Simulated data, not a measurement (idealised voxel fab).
process module | voxel double patterning
cross-section cut | 295 nm wide | cells 5 nm
A cross-section is a grid of square cells, given in bands from the top down. A band is one or more rows of cells.
Each band's line starts with the height of the band's top and of its bottom, in nm. Then come its materials from left to right, each with its width in nm. One material with "throughout" fills the band from edge to edge. "air" is empty space.
Height 0 is the level under which the wafer as received is all one material. The lowest band goes on downwards, as in "0 down".
A width such as "30 to 40" changes by the same amount from each row of cells to the next, from the band's top row to its bottom row.
"no change" after a step means that no cell of the cross-section changed.
closed voids: empty space of 8 cells or more with no open way to the top, each as width x height at its distance from the left edge, in nm
after a step's settings: what the simulator itself notes on the step
overlay nm, on a step with a mask: how far to the right of its planned place the mask lay; to the left if negative
plan
1 op RECEIVE | material Si
2 op CONFORMAL_DEP | material SiN | thk nm 10
3 op DIRECTIONAL_DEP | material SiO2 | thk nm 20
4 op DIRECTIONAL_DEP | material SiCN | thk nm 10
5 op PATTERN | tone open | mask id FIRST | material resist | width nm 15 | pitch nm 50 | thk nm 15 | overlay nm 0
6 op DIRECTIONAL_ETCH | etch materials SiCN | depth nm 10
7 op STRIP | etch materials resist
8 op DIRECTIONAL_DEP | material aC | thk nm 15
9 op PATTERN | tone open | mask id SECOND | material resist | width nm 15 | thk nm 35 | overlay nm 0
10 op DIRECTIONAL_ETCH | etch materials aC | depth nm 15
11 op STRIP | etch materials resist
12 op DIRECTIONAL_ETCH | etch materials SiCN | depth nm 10
13 op STRIP | etch materials aC
14 op DIRECTIONAL_ETCH | etch materials SiO2 | depth nm 20
15 op STRIP | etch materials SiCN
as received, after step 1
  0 down: Si throughout
  closed voids: none
a wafer at the end: this start, this plan, one mistake
  30 to 10: SiO2 115 | air 15 | SiO2 10 | air 20 | SiO2 5 | air 15 | SiO2 115
  10 to 0: SiN throughout
  0 down: Si throughout
  closed voids: none
what went wrong: step 9 ran as: op PATTERN | tone open | mask id SECOND | material resist | width nm 20 | thk nm 35 | overlay nm 0
